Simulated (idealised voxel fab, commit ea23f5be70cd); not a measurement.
process module | voxel gate over fins
cross-section cut | 255 nm wide | cells 5 nm
A cross-section is a grid of square cells, given in bands from the top down. A band is one or more rows of cells.
Each band's line starts with the height of the band's top and of its bottom, in nm. Then come its materials from left to right, each with its width in nm. One material with "throughout" fills the band from edge to edge. "air" is empty space.
Height 0 is the level under which the wafer as received is all one material. The lowest band goes on downwards, as in "0 down".
A width such as "30 to 40" changes by the same amount from each row of cells to the next, from the band's top row to its bottom row.
"no change" after a step means that no cell of the cross-section changed.
closed voids: empty space of 8 cells or more with no open way to the top, each as width x height at its distance from the left edge, in nm
after a step's settings: what the simulator itself notes on the step
overlay nm, on a step with a mask: how far to the right of its planned place the mask lay; to the left if negative
plan
1 op RECEIVE | material Si
2 op CONFORMAL_DEP | material SiN | thk nm 10
3 op MASKED_ETCH | tone cover | mask id FINS | width nm 15 | pitch nm 45 | etch materials SiN | depth nm 10 | overlay nm 0
4 op MASKED_ETCH | tone cover | mask id FINS | width nm 15 | pitch nm 45 | etch materials Si | depth nm 30 | overlay nm 0
5 op OXIDIZE | depth nm 5
6 op FILL_DEP | material SiO2 | thk nm 10
7 op CMP | height nm 10
8 op SELECTIVE_ETCH | etch materials SiO2 | depth nm 25
9 op STRIP | etch materials SiN
10 op CONFORMAL_DEP | material HfO2 | thk nm 5
11 op CONFORMAL_DEP | material TiN | thk nm 5
12 op FILL_DEP | material W | thk nm 15
13 op CMP | height nm 20
14 op CONFORMAL_DEP | material SiN | thk nm 10
as received, after step 1
  0 down: Si throughout
  closed voids: none
first wafer at the end, as planned
  30 to 20: SiN throughout
  20 to 10: W throughout
  10 to 5: W 90 | TiN 25 | W 20 | TiN 25 | W 95
  5 to 0: W 90 | TiN 5 | HfO2 15 | TiN 5 | W 20 | TiN 5 | HfO2 15 | TiN 5 | W 95
  0 to -5: W 90 | TiN 5 | HfO2 5 | Si 5 | HfO2 5 | TiN 5 | W 20 | TiN 5 | HfO2 5 | Si 5 | HfO2 5 | TiN 5 | W 95
  -5 to -10: TiN 95 | HfO2 5 | Si 5 | HfO2 5 | TiN 30 | HfO2 5 | Si 5 | HfO2 5 | TiN 100
  -10 to -15: HfO2 100 | Si 5 | HfO2 40 | Si 5 | HfO2 105
  -15 to -35: SiO2 100 | Si 5 | SiO2 40 | Si 5 | SiO2 105
  -35 down: Si throughout
  closed voids: none
second wafer at the end: like start, like plan, one mistake
  30 to 20: SiN throughout
  20 to 10: W throughout
  10 to 5: W 90 | TiN 25 | W 20 | TiN 25 | W 95
  5 to 0: W 90 | TiN 5 | HfO2 15 | TiN 5 | W 20 | TiN 5 | HfO2 15 | TiN 5 | W 95
  0 to -5: W 90 | TiN 5 | HfO2 5 | Si 5 | HfO2 5 | TiN 5 | W 20 | TiN 5 | HfO2 5 | Si 5 | HfO2 5 | TiN 5 | W 95
  -5 to -10: TiN 80 | W 10 | TiN 5 | HfO2 5 | Si 5 | HfO2 5 | TiN 5 | W 20 | TiN 5 | HfO2 5 | Si 5 | HfO2 5 | TiN 5 | W 10 | TiN 85
  -10 to -15: HfO2 75 | TiN 5 | W 10 | TiN 5 | HfO2 5 | Si 5 | HfO2 5 | TiN 5 | W 20 | TiN 5 | HfO2 5 | Si 5 | HfO2 5 | TiN 5 | W 10 | TiN 5 | HfO2 80
  -15 to -20: SiO2 70 | HfO2 5 | TiN 20 | HfO2 5 | Si 5 | HfO2 5 | TiN 30 | HfO2 5 | Si 5 | HfO2 5 | TiN 20 | HfO2 5 | SiO2 75
  -20 to -25: SiO2 70 | HfO2 30 | Si 5 | HfO2 40 | Si 5 | HfO2 30 | SiO2 75
  -25 to -35: SiO2 100 | Si 5 | SiO2 40 | Si 5 | SiO2 105
  -35 down: Si throughout
  closed voids: none
what went wrong: steps 8 and 9 were swapped
at the end the second wafer has, in cells: 12 more of HfO2 | 40 fewer of SiO2 | 12 more of TiN | 16 more of W
